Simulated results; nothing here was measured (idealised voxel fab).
process module | voxel capacitor over wiring
cross-section cut | 250 nm wide | cells 5 nm
A cross-section is a grid of square cells, given in bands from the top down. A band is one or more rows of cells.
Each band's line starts with the height of the band's top and of its bottom, in nm. Then come its materials from left to right, each with its width in nm. One material with "throughout" fills the band from edge to edge. "air" is empty space.
Height 0 is the level under which the wafer as received is all one material. The lowest band goes on downwards, as in "0 down".
A width such as "30 to 40" changes by the same amount from each row of cells to the next, from the band's top row to its bottom row.
"no change" after a step means that no cell of the cross-section changed.
closed voids: empty space of 8 cells or more with no open way to the top, each as width x height at its distance from the left edge, in nm
after a step's settings: what the simulator itself notes on the step
overlay nm, on a step with a mask: how far to the right of its planned place the mask lay; to the left if negative
plan
1 op RECEIVE | material Si
2 op CONFORMAL_DEP | material SiO2 | thk nm 10
3 op DIRECTIONAL_DEP | material TiN | thk nm 5
4 op DIRECTIONAL_DEP | material W | thk nm 15
5 op DIRECTIONAL_DEP | material aC | thk nm 15
6 op PATTERN | tone cover | mask id METAL_1 | material resist | width nm 20 | pitch nm 70 | thk nm 30 | overlay nm 0
7 op DIRECTIONAL_ETCH | etch materials aC | depth nm 15
8 op STRIP | etch materials resist
9 op DIRECTIONAL_ETCH | etch materials W | depth nm 15
10 op DIRECTIONAL_ETCH | etch materials TiN | depth nm 5
11 op STRIP | etch materials aC
12 op FILL_DEP | material lowk | thk nm 5
13 op CMP | height nm 30
14 op CONFORMAL_DEP | material SiCN | thk nm 5
15 op DIRECTIONAL_DEP | material lowk | thk nm 10
16 op DIRECTIONAL_DEP | material aC | thk nm 15
17 op PATTERN | tone open | mask id PLUG_1 | material resist | width nm 15 | thk nm 35 | overlay nm 0
18 op DIRECTIONAL_ETCH | etch materials aC | depth nm 15
19 op STRIP | etch materials resist
20 op DIRECTIONAL_ETCH | etch materials lowk | depth nm 10
21 op DIRECTIONAL_ETCH | etch materials SiCN | depth nm 5
22 op STRIP | etch materials aC
23 op CONFORMAL_DEP | material TiN | thk nm 5
24 op FILL_DEP | material Ru | thk nm 10
25 op CMP | height nm 45
26 op DIRECTIONAL_DEP | material TiN | thk nm 10
27 op DIRECTIONAL_DEP | material Al2O3 | thk nm 5
28 op DIRECTIONAL_DEP | material TiN | thk nm 5
29 op PATTERN | tone cover | mask id UPPER_PLATE | material resist | width nm 55 | thk nm 20 | overlay nm 0
30 op DIRECTIONAL_ETCH | etch materials TiN | depth nm 5
31 op DIRECTIONAL_ETCH | etch materials Al2O3 | depth nm 5
32 op STRIP | etch materials resist
33 op PATTERN | tone cover | mask id LOWER_PLATE | material resist | width nm 65 | thk nm 20 | overlay nm 0
34 op DIRECTIONAL_ETCH | etch materials TiN | depth nm 10
35 op STRIP | etch materials resist
36 op FILL_DEP | material SiO2 | thk nm 20
37 op CMP | height nm 80
38 op MASKED_ETCH | tone open | mask id PLUG_2 | width nm 15 | etch materials SiO2 | depth nm 15 | overlay nm 0
39 op CONFORMAL_DEP | material TiN | thk nm 5
40 op FILL_DEP | material W | thk nm 5
41 op CMP | height nm 80
42 op CONFORMAL_DEP | material SiCN | thk nm 5
as received, after step 1
  0 down: Si throughout
  closed voids: none
a wafer at the end: this start, this plan, one mistake
  85 to 80: SiCN throughout
  80 to 75: TiN 100 | W 5 | TiN 145
  75 to 70: SiO2 95 | TiN 5 | W 5 | TiN 5 | SiO2 140
  70 to 60: SiO2 95 to 85 | TiN 15 to 55 | SiO2 140 to 110
  60 to 55: SiO2 85 | Al2O3 55 | SiO2 110
  55 to 45: SiO2 80 | TiN 65 | SiO2 105
  45 to 35: lowk 85 | TiN 5 | Ru 5 | TiN 5 | lowk 150
  35 to 30: SiCN 85 | TiN 15 | SiCN 150
  30 to 15: lowk 80 | W 20 | lowk 50 | W 20 | lowk 80
  15 to 10: lowk 80 | TiN 20 | lowk 50 | TiN 20 | lowk 80
  10 to 0: SiO2 throughout
  0 down: Si throughout
  closed voids: none
what went wrong: step 37 ran as: op CMP | height nm 75
